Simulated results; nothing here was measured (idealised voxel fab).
process module | voxel air gaps
cross-section cut | 220 nm wide | cells 5 nm
A cross-section is a grid of square cells, given in bands from the top down. A band is one or more rows of cells.
Each band's line starts with the height of the band's top and of its bottom, in nm. Then come its materials from left to right, each with its width in nm. One material with "throughout" fills the band from edge to edge. "air" is empty space.
Height 0 is the level under which the wafer as received is all one material. The lowest band goes on downwards, as in "0 down".
A width such as "30 to 40" changes by the same amount from each row of cells to the next, from the band's top row to its bottom row.
"no change" after a step means that no cell of the cross-section changed.
closed voids: empty space of 8 cells or more with no open way to the top, each as width x height at its distance from the left edge, in nm
after a step's settings: what the simulator itself notes on the step
overlay nm, on a step with a mask: how far to the right of its planned place the mask lay; to the left if negative
plan
1 op RECEIVE | material Si
2 op CONFORMAL_DEP | material SiO2 | thk nm 10
3 op CONFORMAL_DEP | material SiN | thk nm 5
4 op DIRECTIONAL_DEP | material SiO2 | thk nm 40
5 op MASKED_ETCH | tone open | mask id LINES | width nm 15 | pitch nm 40 | etch materials SiO2 | depth nm 40 | overlay nm 0
6 op CONFORMAL_DEP | material TiN | thk nm 5
7 op FILL_DEP | material Ru | thk nm 5
8 op CMP | height nm 55
9 op EPI | material Ru | thk nm 10
10 op SELECTIVE_ETCH | etch materials SiO2 | depth nm 50
11 op CONFORMAL_DEP | material SiCN | thk nm 5
as received, after step 1
  0 down: Si throughout
  closed voids: none
a wafer at the end: this start, this plan, one mistake
  70 to 65: air 55 | SiCN 125 | air 40
  65 to 55: air 55 | SiCN 5 | Ru 35 | SiCN 5 | Ru 35 | SiCN 5 | Ru 35 | SiCN 5 | air 40
  55 to 50: air 55 | SiCN 15 | TiN 5 | Ru 5 | TiN 5 | SiCN 25 | TiN 5 | Ru 5 | TiN 5 | SiCN 25 | TiN 5 | Ru 5 | TiN 5 | SiCN 15 | air 40
  50 to 20: air 65 | SiCN 5 | TiN 5 | Ru 5 | TiN 5 | SiCN 5 | air 15 | SiCN 5 | TiN 5 | Ru 5 | TiN 5 | SiCN 5 | air 15 | SiCN 5 | TiN 5 | Ru 5 | TiN 5 | SiCN 5 | air 50
  20 to 15: SiCN 70 | TiN 15 | SiCN 25 | TiN 15 | SiCN 25 | TiN 15 | SiCN 55
  15 to 10: SiN throughout
  10 to 0: SiO2 throughout
  0 down: Si throughout
  closed voids: 15 x 30 at 90; 15 x 30 at 130
what went wrong: step 5 ran as: op MASKED_ETCH | tone open | mask id LINES | width nm 15 | pitch nm 40 | etch materials SiO2 | depth nm 40 | overlay nm 10
